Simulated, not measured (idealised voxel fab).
A process module follows: voxel quadruple lines.
Section shown: cut. Width: 275 nm. Cell size: 5 nm, square.
Cross-sections here: square-cell grids, written as top-down lists of bands, a band being one or more rows of cells.
Per band: top height and bottom height in nm, followed by the left-to-right materials and their widths in nm; "all across" marks a single material spanning edge to edge, "air" marks empty space.
We count height from 0. Below that, the starting wafer is all one material. The lowest band never ends at the bottom but goes on down; see "top 0, no bottom" for how that is written.
The width entry "30..40" should be interpreted row by row: the top row of cells in the band takes the first number, the bottom row takes the second number, and the change between adjacent rows is uniform throughout.
It should be understood that the words "no modifications", when stated for a given step, signify that the cross-section underwent no change in any of its cells during that step.
The label "Internal closed voids" introduces a list of the empty spaces, 8 cells or larger, that have no open way up to the top; each entry in it reads width x height at distance, where the distance is taken from the left edge and all three are stated in nm.
Anything after a step's settings on that line? It's the simulator's own note about the step.
Steps that use a mask can have "overlay nm" on their line. It says how far the mask sat to the right of where it was meant to be. Negative means to the left.

Planned step list for the process
step 1: op RECEIVE | material Si
step 2: op CONFORMAL_DEP | material SiO2 | thk nm 5
step 3: op DIRECTIONAL_DEP | material Ru | thk nm 15
step 4: op DIRECTIONAL_DEP | material polySi | thk nm 20
step 5: op DIRECTIONAL_DEP | material aC | thk nm 20
step 6: op PATTERN | tone cover | mask id MANDREL | material resist | width nm 30 | thk nm 30 | overlay nm 0
step 7: op DIRECTIONAL_ETCH | etch materials aC | depth nm 20
step 8: op STRIP | etch materials resist
step 9: op CONFORMAL_DEP | material SiO2 | thk nm 10
step 10: op DIRECTIONAL_ETCH | etch materials SiO2 | depth nm 10
step 11: op STRIP | etch materials aC
step 12: op DIRECTIONAL_ETCH | etch materials polySi | depth nm 20
step 13: op STRIP | etch materials SiO2
step 14: op CONFORMAL_DEP | material SiN | thk nm 10
step 15: op DIRECTIONAL_ETCH | etch materials SiN | depth nm 10
step 16: op STRIP | etch materials polySi
step 17: op DIRECTIONAL_ETCH | etch materials Ru | depth nm 15
step 18: op STRIP | etch materials SiN

Wafer as received: cross-section following step 1
> top 0, no bottom | Si all across
> Internal closed voids: none

Run as planned - first of the two wafers cross-sectioned at the end of the module
> top 20, bottom 5 | air (100); Ru (10); air (10); Ru (10); air (10); Ru (10); air (10); Ru (10); air (105)
> top 5, bottom 0 | SiO2 all across
> top 0, no bottom | Si all across
> Internal closed voids: none

Cross-section, second wafer: same start as the first, same plan as the first, one mistake in running it; taken at the end of the module
> top 20, bottom 5 | air (110); Ru (10); air (10); Ru (10); air (10); Ru (10); air (10); Ru (10); air (95)
> top 5, bottom 0 | SiO2 all across
> top 0, no bottom | Si all across
> Internal closed voids: none
What was the processing mistake? step 6 ran with different settings than intended, the actual operation and settings being op PATTERN | tone cover | mask id MANDREL | material resist | width nm 30 | thk nm 30 | overlay nm 10
Upon completion, the cell count for each material on the second wafer equals that on the first, whereas the spatial distribution of those cells differs.
